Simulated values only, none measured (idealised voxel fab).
Name of the process module below: voxel self aligned vias
Cross-section cut: width 220 nm, square cells of 5 nm.
Just so we're on the same page, the cross-sections are grids of square cells, and they're listed out in bands top to bottom, each band one or more rows deep.
Within each band entry, the heights of the top and of the bottom of the band appear first, in that order and in nm; the materials of the band then follow from left to right, each with its corresponding width in nm. The designation "throughout" on a single material indicates that it fills the band from edge to edge; the designation "air" indicates empty space.
Where do heights start? At 0: under that level the wafer as delivered is made of one material only. And the lowest band has no floor; it just carries on downward, as in "0 and below".
Read "30->40" as a graded width: first number on top, second number at the bottom, same change between each pair of neighbouring rows.
Where a step carries "remained unchanged", the cross-section came out of it unchanged, cell for cell.
This entry, "Closed-off voids", enumerates those empty regions of no fewer than 8 cells that possess no open connection to the top. Each region is reported in the form width x height at distance, the distance being taken from the left edge, with all three quantities expressed in nm.
Heads up: the bit after the settings on a step's line is the simulator's remark on that step.
overlay nm: how far to the right of its planned place the mask lay on this masked step (negative: to the left).

Process steps (planned):
1,RECEIVE, material Si
2,CONFORMAL_DEP, material SiO2, thk nm 15
3,CONFORMAL_DEP, material SiCN, thk nm 5
4,DIRECTIONAL_DEP, material lowk, thk nm 20
5,DIRECTIONAL_DEP, material aC, thk nm 10
6,PATTERN, tone open, mask id LINES, material resist, width nm 20, pitch nm 50, thk nm 25, overlay nm 0
7,DIRECTIONAL_ETCH, etch materials aC, depth nm 10
8,STRIP, etch materials resist
9,DIRECTIONAL_ETCH, etch materials lowk, depth nm 20
10,STRIP, etch materials aC
11,CONFORMAL_DEP, material TiN, thk nm 5
12,FILL_DEP, material W, thk nm 10
13,CMP, height nm 40
14,SELECTIVE_ETCH, etch materials W Ru TiN, depth nm 10
15,FILL_DEP, material SiN, thk nm 5
16,CMP, height nm 40
17,DIRECTIONAL_DEP, material lowk, thk nm 15
18,PATTERN, tone open, mask id VIAS, material resist, width nm 30, pitch nm 50, thk nm 15, overlay nm 0
19,DIRECTIONAL_ETCH, etch materials lowk, depth nm 15
20,DIRECTIONAL_ETCH, etch materials SiN, depth nm 10
21,STRIP, etch materials resist
22,CONFORMAL_DEP, material TiN, thk nm 5
23,FILL_DEP, material W, thk nm 10
24,CMP, height nm 55
25,CONFORMAL_DEP, material SiCN, thk nm 5

Below: the first of two wafers, run as planned:

Cross-section of the wafer upon arrival, representing the state reached after step 1:
> 0 and below: Si throughout
> Closed-off voids: none

Cross-section of the wafer after step 2:
> 15 down to 0: SiO2 throughout
> Nothing below the height 0 has changed.

Cross-section of the wafer after step 3:
> 20 down to 15: SiCN throughout
> Nothing below the height 15 has changed.

Cross-section of the wafer after step 4:
> 40 down to 20: lowk throughout
> Nothing below the height 20 has changed.

Cross-section of the wafer after step 5:
> 50 down to 40: aC throughout
> Nothing below the height 40 has changed.

Cross-section of the wafer after step 6:
> 75 down to 50: resist 50 | air 20 | resist 30 | air 20 | resist 30 | air 20 | resist 50
> Nothing below the height 50 has changed.

Cross-section of the wafer after step 7:
> 65 down to 50: resist 50 | air 20 | resist 30 | air 20 | resist 30 | air 20 | resist 50
> 50 down to 40: aC 50 | air 20 | aC 30 | air 20 | aC 30 | air 20 | aC 50
> Nothing below the height 40 has changed.

Cross-section of the wafer after step 8:
> 50 down to 40: aC 50 | air 20 | aC 30 | air 20 | aC 30 | air 20 | aC 50
> Nothing below the height 40 has changed.

Cross-section of the wafer after step 9:
> 50 down to 40: aC 50 | air 20 | aC 30 | air 20 | aC 30 | air 20 | aC 50
> 40 down to 20: lowk 50 | air 20 | lowk 30 | air 20 | lowk 30 | air 20 | lowk 50
> Nothing below the height 20 has changed.

Cross-section of the wafer after step 10:
> 40 down to 20: lowk 50 | air 20 | lowk 30 | air 20 | lowk 30 | air 20 | lowk 50
> Nothing below the height 20 has changed.

Cross-section of the wafer after step 11:
> 45 down to 40: TiN 55 | air 10 | TiN 40 | air 10 | TiN 40 | air 10 | TiN 55
> 40 down to 25: lowk 50 | TiN 5 | air 10 | TiN 5 | lowk 30 | TiN 5 | air 10 | TiN 5 | lowk 30 | TiN 5 | air 10 | TiN 5 | lowk 50
> 25 down to 20: lowk 50 | TiN 20 | lowk 30 | TiN 20 | lowk 30 | TiN 20 | lowk 50
> Nothing below the height 20 has changed.

Cross-section of the wafer after step 12:
> 55 down to 45: W throughout
> 45 down to 40: TiN 55 | W 10 | TiN 40 | W 10 | TiN 40 | W 10 | TiN 55
> 40 down to 25: lowk 50 | TiN 5 | W 10 | TiN 5 | lowk 30 | TiN 5 | W 10 | TiN 5 | lowk 30 | TiN 5 | W 10 | TiN 5 | lowk 50
> Nothing below the height 25 has changed.

Cross-section of the wafer after step 13:
> 40 down to 25: lowk 50 | TiN 5 | W 10 | TiN 5 | lowk 30 | TiN 5 | W 10 | TiN 5 | lowk 30 | TiN 5 | W 10 | TiN 5 | lowk 50
> Nothing below the height 25 has changed.

Cross-section of the wafer after step 14:
> 40 down to 30: lowk 50 | air 20 | lowk 30 | air 20 | lowk 30 | air 20 | lowk 50
> Nothing below the height 30 has changed.

Cross-section of the wafer after step 15:
> 45 down to 40: SiN throughout
> 40 down to 30: lowk 50 | SiN 20 | lowk 30 | SiN 20 | lowk 30 | SiN 20 | lowk 50
> Nothing below the height 30 has changed.

Cross-section of the wafer after step 16:
> 40 down to 30: lowk 50 | SiN 20 | lowk 30 | SiN 20 | lowk 30 | SiN 20 | lowk 50
> Nothing below the height 30 has changed.

Cross-section of the wafer after step 17:
> 55 down to 40: lowk throughout
> Nothing below the height 40 has changed.

Cross-section of the wafer after step 18:
> 70 down to 55: resist 45 | air 30 | resist 20 | air 30 | resist 20 | air 30 | resist 45
> Nothing below the height 55 has changed.

Cross-section of the wafer after step 19:
> 70 down to 55: resist 45 | air 30 | resist 20 | air 30 | resist 20 | air 30 | resist 45
> 55 down to 40: lowk 45 | air 30 | lowk 20 | air 30 | lowk 20 | air 30 | lowk 45
> Nothing below the height 40 has changed.

Cross-section of the wafer after step 20:
> 70 down to 55: resist 45 | air 30 | resist 20 | air 30 | resist 20 | air 30 | resist 45
> 55 down to 40: lowk 45 | air 30 | lowk 20 | air 30 | lowk 20 | air 30 | lowk 45
> 40 down to 30: lowk 50 | air 20 | lowk 30 | air 20 | lowk 30 | air 20 | lowk 50
> Nothing below the height 30 has changed.

Cross-section of the wafer after step 21:
> 55 down to 40: lowk 45 | air 30 | lowk 20 | air 30 | lowk 20 | air 30 | lowk 45
> Nothing below the height 40 has changed.

Cross-section of the wafer after step 22:
> 60 down to 55: TiN 50 | air 20 | TiN 30 | air 20 | TiN 30 | air 20 | TiN 50
> 55 down to 45: lowk 45 | TiN 5 | air 20 | TiN 5 | lowk 20 | TiN 5 | air 20 | TiN 5 | lowk 20 | TiN 5 | air 20 | TiN 5 | lowk 45
> 45 down to 35: lowk 45->50 | TiN 10->5 | air 10 | TiN 10->5 | lowk 20->30 | TiN 10->5 | air 10 | TiN 10->5 | lowk 20->30 | TiN 10->5 | air 10 | TiN 10->5 | lowk 45->50
> 35 down to 30: lowk 50 | TiN 20 | lowk 30 | TiN 20 | lowk 30 | TiN 20 | lowk 50
> Nothing below the height 30 has changed.

Cross-section of the wafer after step 23:
> 70 down to 60: W throughout
> 60 down to 55: TiN 50 | W 20 | TiN 30 | W 20 | TiN 30 | W 20 | TiN 50
> 55 down to 45: lowk 45 | TiN 5 | W 20 | TiN 5 | lowk 20 | TiN 5 | W 20 | TiN 5 | lowk 20 | TiN 5 | W 20 | TiN 5 | lowk 45
> 45 down to 35: lowk 45->50 | TiN 10->5 | W 10 | TiN 10->5 | lowk 20->30 | TiN 10->5 | W 10 | TiN 10->5 | lowk 20->30 | TiN 10->5 | W 10 | TiN 10->5 | lowk 45->50
> Nothing below the height 35 has changed.

Cross-section of the wafer after step 24:
> 55 down to 45: lowk 45 | TiN 5 | W 20 | TiN 5 | lowk 20 | TiN 5 | W 20 | TiN 5 | lowk 20 | TiN 5 | W 20 | TiN 5 | lowk 45
> Nothing below the height 45 has changed.

Cross-section of the wafer after step 25:
> 60 down to 55: SiCN throughout
> Nothing below the height 55 has changed.

The Second Wafer: Common Origin and Plan, One Mistake in Execution, Identical to the First Through Step 5:

Planned end of step 6: second wafer, cross-section:
> 75 down to 50: resist 45 | air 30 | resist 20 | air 30 | resist 20 | air 30 | resist 45
> Nothing below the height 50 has changed.

Planned end of step 7: second wafer, cross-section:
> 65 down to 50: resist 45 | air 30 | resist 20 | air 30 | resist 20 | air 30 | resist 45
> 50 down to 40: aC 45 | air 30 | aC 20 | air 30 | aC 20 | air 30 | aC 45
> Nothing below the height 40 has changed.

Planned end of step 8: second wafer, cross-section:
> 50 down to 40: aC 45 | air 30 | aC 20 | air 30 | aC 20 | air 30 | aC 45
> Nothing below the height 40 has changed.

Planned end of step 9: second wafer, cross-section:
> 50 down to 40: aC 45 | air 30 | aC 20 | air 30 | aC 20 | air 30 | aC 45
> 40 down to 20: lowk 45 | air 30 | lowk 20 | air 30 | lowk 20 | air 30 | lowk 45
> Nothing below the height 20 has changed.

Planned end of step 10: second wafer, cross-section:
> 40 down to 20: lowk 45 | air 30 | lowk 20 | air 30 | lowk 20 | air 30 | lowk 45
> Nothing below the height 20 has changed.

Planned end of step 11: second wafer, cross-section:
> 45 down to 40: TiN 50 | air 20 | TiN 30 | air 20 | TiN 30 | air 20 | TiN 50
> 40 down to 25: lowk 45 | TiN 5 | air 20 | TiN 5 | lowk 20 | TiN 5 | air 20 | TiN 5 | lowk 20 | TiN 5 | air 20 | TiN 5 | lowk 45
> 25 down to 20: lowk 45 | TiN 30 | lowk 20 | TiN 30 | lowk 20 | TiN 30 | lowk 45
> Nothing below the height 20 has changed.

Planned end of step 12: second wafer, cross-section:
> 55 down to 45: W throughout
> 45 down to 40: TiN 50 | W 20 | TiN 30 | W 20 | TiN 30 | W 20 | TiN 50
> 40 down to 25: lowk 45 | TiN 5 | W 20 | TiN 5 | lowk 20 | TiN 5 | W 20 | TiN 5 | lowk 20 | TiN 5 | W 20 | TiN 5 | lowk 45
> Nothing below the height 25 has changed.

Planned end of step 13: second wafer, cross-section:
> 40 down to 25: lowk 45 | TiN 5 | W 20 | TiN 5 | lowk 20 | TiN 5 | W 20 | TiN 5 | lowk 20 | TiN 5 | W 20 | TiN 5 | lowk 45
> Nothing below the height 25 has changed.

Planned end of step 14: second wafer, cross-section:
> 40 down to 30: lowk 45 | air 30 | lowk 20 | air 30 | lowk 20 | air 30 | lowk 45
> Nothing below the height 30 has changed.

Planned end of step 15: second wafer, cross-section:
> 45 down to 40: SiN throughout
> 40 down to 30: lowk 45 | SiN 30 | lowk 20 | SiN 30 | lowk 20 | SiN 30 | lowk 45
> Nothing below the height 30 has changed.

Planned end of step 16: second wafer, cross-section:
> 40 down to 30: lowk 45 | SiN 30 | lowk 20 | SiN 30 | lowk 20 | SiN 30 | lowk 45
> Nothing below the height 30 has changed.

Planned end of step 17: second wafer, cross-section:
> 55 down to 40: lowk throughout
> Nothing below the height 40 has changed.

Planned end of step 18: second wafer, cross-section:
> 70 down to 55: resist 45 | air 30 | resist 20 | air 30 | resist 20 | air 30 | resist 45
> Nothing below the height 55 has changed.

Planned end of step 19: second wafer, cross-section:
> 70 down to 55: resist 45 | air 30 | resist 20 | air 30 | resist 20 | air 30 | resist 45
> 55 down to 40: lowk 45 | air 30 | lowk 20 | air 30 | lowk 20 | air 30 | lowk 45
> Nothing below the height 40 has changed.

Planned end of step 20: second wafer, cross-section:
> 70 down to 55: resist 45 | air 30 | resist 20 | air 30 | resist 20 | air 30 | resist 45
> 55 down to 30: lowk 45 | air 30 | lowk 20 | air 30 | lowk 20 | air 30 | lowk 45
> Nothing below the height 30 has changed.

Planned end of step 21: second wafer, cross-section:
> 55 down to 30: lowk 45 | air 30 | lowk 20 | air 30 | lowk 20 | air 30 | lowk 45
> Nothing below the height 30 has changed.

Planned end of step 22: second wafer, cross-section:
> 60 down to 55: TiN 50 | air 20 | TiN 30 | air 20 | TiN 30 | air 20 | TiN 50
> 55 down to 35: lowk 45 | TiN 5 | air 20 | TiN 5 | lowk 20 | TiN 5 | air 20 | TiN 5 | lowk 20 | TiN 5 | air 20 | TiN 5 | lowk 45
> 35 down to 30: lowk 45 | TiN 30 | lowk 20 | TiN 30 | lowk 20 | TiN 30 | lowk 45
> Nothing below the height 30 has changed.

Planned end of step 23: second wafer, cross-section:
> 70 down to 60: W throughout
> 60 down to 55: TiN 50 | W 20 | TiN 30 | W 20 | TiN 30 | W 20 | TiN 50
> 55 down to 35: lowk 45 | TiN 5 | W 20 | TiN 5 | lowk 20 | TiN 5 | W 20 | TiN 5 | lowk 20 | TiN 5 | W 20 | TiN 5 | lowk 45
> Nothing below the height 35 has changed.

Planned end of step 24: second wafer, cross-section:
> 55 down to 35: lowk 45 | TiN 5 | W 20 | TiN 5 | lowk 20 | TiN 5 | W 20 | TiN 5 | lowk 20 | TiN 5 | W 20 | TiN 5 | lowk 45
> Nothing below the height 35 has changed.

Planned end of step 25: second wafer, cross-section:
> 60 down to 55: SiCN throughout
> Nothing below the height 55 has changed.
Processing error: not per plan at step 6, really ran PATTERN, tone open, mask id LINES, material resist, width nm 30, pitch nm 50, thk nm 25, overlay nm 0
At the finish, the second wafer shows more or fewer cells for some materials than the first does: TiN: 6 more; W: 18 more; lowk: 24 fewer
